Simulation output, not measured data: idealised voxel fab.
process module | voxel self aligned contacts
cross-section cut | 185 nm wide | cells 5 nm
A cross-section is a grid of square cells, given in bands from the top down. A band is one or more rows of cells.
Each band's line starts with the height of the band's top and of its bottom, in nm. Then come its materials from left to right, each with its width in nm. One material with "throughout" fills the band from edge to edge. "air" is empty space.
Height 0 is the level under which the wafer as received is all one material. The lowest band goes on downwards, as in "0 down".
A width such as "30 to 40" changes by the same amount from each row of cells to the next, from the band's top row to its bottom row.
"no change" after a step means that no cell of the cross-section changed.
closed voids: empty space of 8 cells or more with no open way to the top, each as width x height at its distance from the left edge, in nm
after a step's settings: what the simulator itself notes on the step
overlay nm, on a step with a mask: how far to the right of its planned place the mask lay; to the left if negative
plan
1 op RECEIVE | material Si
2 op CONFORMAL_DEP | material SiO2 | thk nm 5
3 op DIRECTIONAL_DEP | material polySi | thk nm 30
4 op DIRECTIONAL_DEP | material SiN | thk nm 20
5 op MASKED_ETCH | tone cover | mask id GATE | width nm 25 | pitch nm 60 | etch materials SiN | depth nm 20 | overlay nm 0
6 op MASKED_ETCH | tone cover | mask id GATE | width nm 25 | pitch nm 60 | etch materials polySi | depth nm 30 | overlay nm 0
7 op CONFORMAL_DEP | material SiN | thk nm 10
8 op DIRECTIONAL_ETCH | etch materials SiN | depth nm 10
9 op FILL_DEP | material SiO2 | thk nm 10
10 op CMP | height nm 60
11 op DIRECTIONAL_DEP | material aC | thk nm 10
12 op PATTERN | tone open | mask id CONTACT | material resist | width nm 45 | thk nm 25 | overlay nm 0
13 op DIRECTIONAL_ETCH | etch materials aC | depth nm 10
14 op STRIP | etch materials resist
15 op DIRECTIONAL_ETCH | etch materials SiO2 | depth nm 60
16 op STRIP | etch materials aC
17 op CONFORMAL_DEP | material TiN | thk nm 5
18 op FILL_DEP | material Ru | thk nm 10
19 op CMP | height nm 60
20 op CONFORMAL_DEP | material SiCN | thk nm 5
first wafer, as planned
as received, after step 1
  0 down: Si throughout
  closed voids: none
after step 2
  5 to 0: SiO2 throughout
  below 0: unchanged
after step 3
  35 to 5: polySi throughout
  below 5: unchanged
after step 4
  55 to 35: SiN throughout
  below 35: unchanged
after step 5
  55 to 35: air 50 | SiN 25 | air 35 | SiN 25 | air 50
  below 35: unchanged
after step 6
  55 to 35: air 50 | SiN 25 | air 35 | SiN 25 | air 50
  35 to 5: air 50 | polySi 25 | air 35 | polySi 25 | air 50
  below 5: unchanged
after step 7
  65 to 35: air 40 | SiN 45 | air 15 | SiN 45 | air 40
  35 to 15: air 40 | SiN 10 | polySi 25 | SiN 10 | air 15 | SiN 10 | polySi 25 | SiN 10 | air 40
  15 to 5: SiN 50 | polySi 25 | SiN 35 | polySi 25 | SiN 50
  below 5: unchanged
after step 8
  55 to 35: air 40 | SiN 45 | air 15 | SiN 45 | air 40
  35 to 5: air 40 | SiN 10 | polySi 25 | SiN 10 | air 15 | SiN 10 | polySi 25 | SiN 10 | air 40
  below 5: unchanged
after step 9
  65 to 55: SiO2 throughout
  55 to 35: SiO2 40 | SiN 45 | SiO2 15 | SiN 45 | SiO2 40
  35 to 5: SiO2 40 | SiN 10 | polySi 25 | SiN 10 | SiO2 15 | SiN 10 | polySi 25 | SiN 10 | SiO2 40
  below 5: unchanged
after step 10
  60 to 55: SiO2 throughout
  below 55: unchanged
after step 11
  70 to 60: aC throughout
  below 60: unchanged
after step 12
  95 to 70: resist 70 | air 45 | resist 70
  below 70: unchanged
after step 13
  85 to 70: resist 70 | air 45 | resist 70
  70 to 60: aC 70 | air 45 | aC 70
  below 60: unchanged
after step 14
  70 to 60: aC 70 | air 45 | aC 70
  below 60: unchanged
after step 15
  70 to 60: aC 70 | air 45 | aC 70
  60 to 55: SiO2 70 | air 45 | SiO2 70
  55 to 35: SiO2 40 | SiN 45 | air 15 | SiN 45 | SiO2 40
  35 to 5: SiO2 40 | SiN 10 | polySi 25 | SiN 10 | air 15 | SiN 10 | polySi 25 | SiN 10 | SiO2 40
  5 to 0: SiO2 85 | air 15 | SiO2 85
  below 0: unchanged
after step 16
  60 to 55: SiO2 70 | air 45 | SiO2 70
  below 55: unchanged
after step 17
  65 to 60: TiN 75 | air 35 | TiN 75
  60 to 55: SiO2 70 | TiN 20 | air 5 | TiN 20 | SiO2 70
  55 to 35: SiO2 40 | SiN 45 | TiN 5 | air 5 | TiN 5 | SiN 45 | SiO2 40
  35 to 5: SiO2 40 | SiN 10 | polySi 25 | SiN 10 | TiN 5 | air 5 | TiN 5 | SiN 10 | polySi 25 | SiN 10 | SiO2 40
  5 to 0: SiO2 85 | TiN 15 | SiO2 85
  below 0: unchanged
after step 18
  75 to 65: Ru throughout
  65 to 60: TiN 75 | Ru 35 | TiN 75
  60 to 55: SiO2 70 | TiN 20 | Ru 5 | TiN 20 | SiO2 70
  55 to 35: SiO2 40 | SiN 45 | TiN 5 | Ru 5 | TiN 5 | SiN 45 | SiO2 40
  35 to 5: SiO2 40 | SiN 10 | polySi 25 | SiN 10 | TiN 5 | Ru 5 | TiN 5 | SiN 10 | polySi 25 | SiN 10 | SiO2 40
  below 5: unchanged
after step 19
  60 to 55: SiO2 70 | TiN 20 | Ru 5 | TiN 20 | SiO2 70
  below 55: unchanged
after step 20
  65 to 60: SiCN throughout
  below 60: unchanged
second wafer: like start, like plan, one mistake. Through step 11 it matches the first wafer
when step 12 should have ended
  95 to 70: resist 60 | air 45 | resist 80
  below 70: unchanged
when step 13 should have ended
  85 to 70: resist 60 | air 45 | resist 80
  70 to 60: aC 60 | air 45 | aC 80
  below 60: unchanged
when step 14 should have ended
  70 to 60: aC 60 | air 45 | aC 80
  below 60: unchanged
when step 15 should have ended
  70 to 60: aC 60 | air 45 | aC 80
  60 to 55: SiO2 60 | air 45 | SiO2 80
  55 to 35: SiO2 40 | SiN 45 | air 15 | SiN 45 | SiO2 40
  35 to 5: SiO2 40 | SiN 10 | polySi 25 | SiN 10 | air 15 | SiN 10 | polySi 25 | SiN 10 | SiO2 40
  5 to 0: SiO2 85 | air 15 | SiO2 85
  below 0: unchanged
when step 16 should have ended
  60 to 55: SiO2 60 | air 45 | SiO2 80
  below 55: unchanged
when step 17 should have ended
  65 to 60: TiN 65 | air 35 | TiN 85
  60 to 55: SiO2 60 | TiN 30 | air 5 | TiN 10 | SiO2 80
  55 to 35: SiO2 40 | SiN 45 | TiN 5 | air 5 | TiN 5 | SiN 45 | SiO2 40
  35 to 5: SiO2 40 | SiN 10 | polySi 25 | SiN 10 | TiN 5 | air 5 | TiN 5 | SiN 10 | polySi 25 | SiN 10 | SiO2 40
  5 to 0: SiO2 85 | TiN 15 | SiO2 85
  below 0: unchanged
when step 18 should have ended
  75 to 65: Ru throughout
  65 to 60: TiN 65 | Ru 35 | TiN 85
  60 to 55: SiO2 60 | TiN 30 | Ru 5 | TiN 10 | SiO2 80
  55 to 35: SiO2 40 | SiN 45 | TiN 5 | Ru 5 | TiN 5 | SiN 45 | SiO2 40
  35 to 5: SiO2 40 | SiN 10 | polySi 25 | SiN 10 | TiN 5 | Ru 5 | TiN 5 | SiN 10 | polySi 25 | SiN 10 | SiO2 40
  below 5: unchanged
when step 19 should have ended
  60 to 55: SiO2 60 | TiN 30 | Ru 5 | TiN 10 | SiO2 80
  below 55: unchanged
when step 20 should have ended
  65 to 60: SiCN throughout
  below 60: unchanged
what went wrong: step 12 ran as: op PATTERN | tone open | mask id CONTACT | material resist | width nm 45 | thk nm 25 | overlay nm -10
at the end the second wafer has, in cells: as many of each material as the first, in other places
